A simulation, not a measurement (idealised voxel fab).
Process module heading - voxel fin reveal
The width of the displayed cross-section, cut, is 260 nm; its cells are square, with a size of 5 nm.
A cross-section is a grid of square cells, given in bands from the top down. A band is one or more rows of cells.
First you get the band's top height and its bottom height, in nm, and then the materials it's made of, left to right, with each width in nm. If you see a single material with "all across", that one covers the band edge to edge. "air" is empty space.
Ref level 0: as-received wafer is one material below here. Bottom band extends down with no lower bound ("from 0 down").
Width "30..40": first value at the band's top row of cells, second value at its bottom row, equal change from row to row.
"nothing altered", as given for a step, is the statement that not any cell of the cross-section underwent a change during that step.
What "Enclosed internal cavities" gives you is every empty space of 8 cells or more that is cut off from the top. Each appears as width x height at distance, with the distance taken from the left edge and width, height and distance all in nm.
Read whatever lies past the settings on a step's line as the simulator's own remark about the step.
overlay nm, on a step with a mask: how far to the right of its planned place the mask lay; to the left if negative
Planned process steps:
1. RECEIVE with material Si
2. CONFORMAL_DEP with material SiN, thk nm 5
3. PATTERN with tone cover, mask id FINS, material resist, width nm 15, pitch nm 40, thk nm 20, overlay nm 0
4. DIRECTIONAL_ETCH with etch materials SiN, depth nm 5
5. DIRECTIONAL_ETCH with etch materials Si, depth nm 30
6. STRIP with etch materials resist
7. OXIDIZE with depth nm 5
8. FILL_DEP with material SiO2, thk nm 15
9. CMP with height nm 5
10. SELECTIVE_ETCH with etch materials SiO2, depth nm 15
11. STRIP with etch materials SiN
12. CONFORMAL_DEP with material HfO2, thk nm 5
Wafer cross-section on receipt, i.e. after step 1:
> from 0 down | Si all across
> Enclosed internal cavities: none
End-of-module XS, first of two wafers, run as planned:
> from 5 to 0 | air 80 / HfO2 15 / air 25 / HfO2 15 / air 25 / HfO2 15 / air 85
> from 0 to -5 | air 80 / HfO2 5 / Si 5 / HfO2 5 / air 25 / HfO2 5 / Si 5 / HfO2 5 / air 25 / HfO2 5 / Si 5 / HfO2 5 / air 85
> from -5 to -10 | HfO2 85 / Si 5 / HfO2 35 / Si 5 / HfO2 35 / Si 5 / HfO2 90
> from -10 to -35 | SiO2 85 / Si 5 / SiO2 35 / Si 5 / SiO2 35 / Si 5 / SiO2 90
> from -35 down | Si all across
> Enclosed internal cavities: none
Second of two wafers, module complete, sectioned: it shares the first wafer's start and plan but was run with one mistake:
> from 5 to 0 | air 90 / HfO2 15 / air 25 / HfO2 15 / air 25 / HfO2 15 / air 75
> from 0 to -5 | air 90 / HfO2 5 / Si 5 / HfO2 5 / air 25 / HfO2 5 / Si 5 / HfO2 5 / air 25 / HfO2 5 / Si 5 / HfO2 5 / air 75
> from -5 to -10 | HfO2 95 / Si 5 / HfO2 35 / Si 5 / HfO2 35 / Si 5 / HfO2 80
> from -10 to -35 | SiO2 95 / Si 5 / SiO2 35 / Si 5 / SiO2 35 / Si 5 / SiO2 80
> from -35 down | Si all across
> Enclosed internal cavities: none
Short version of what went wrong: step 3 went in with a setting other than planned; the actual run was PATTERN with tone cover, mask id FINS, material resist, width nm 15, pitch nm 40, thk nm 20, overlay nm 10
Both wafers, final: cells per material equal; arrangement not.
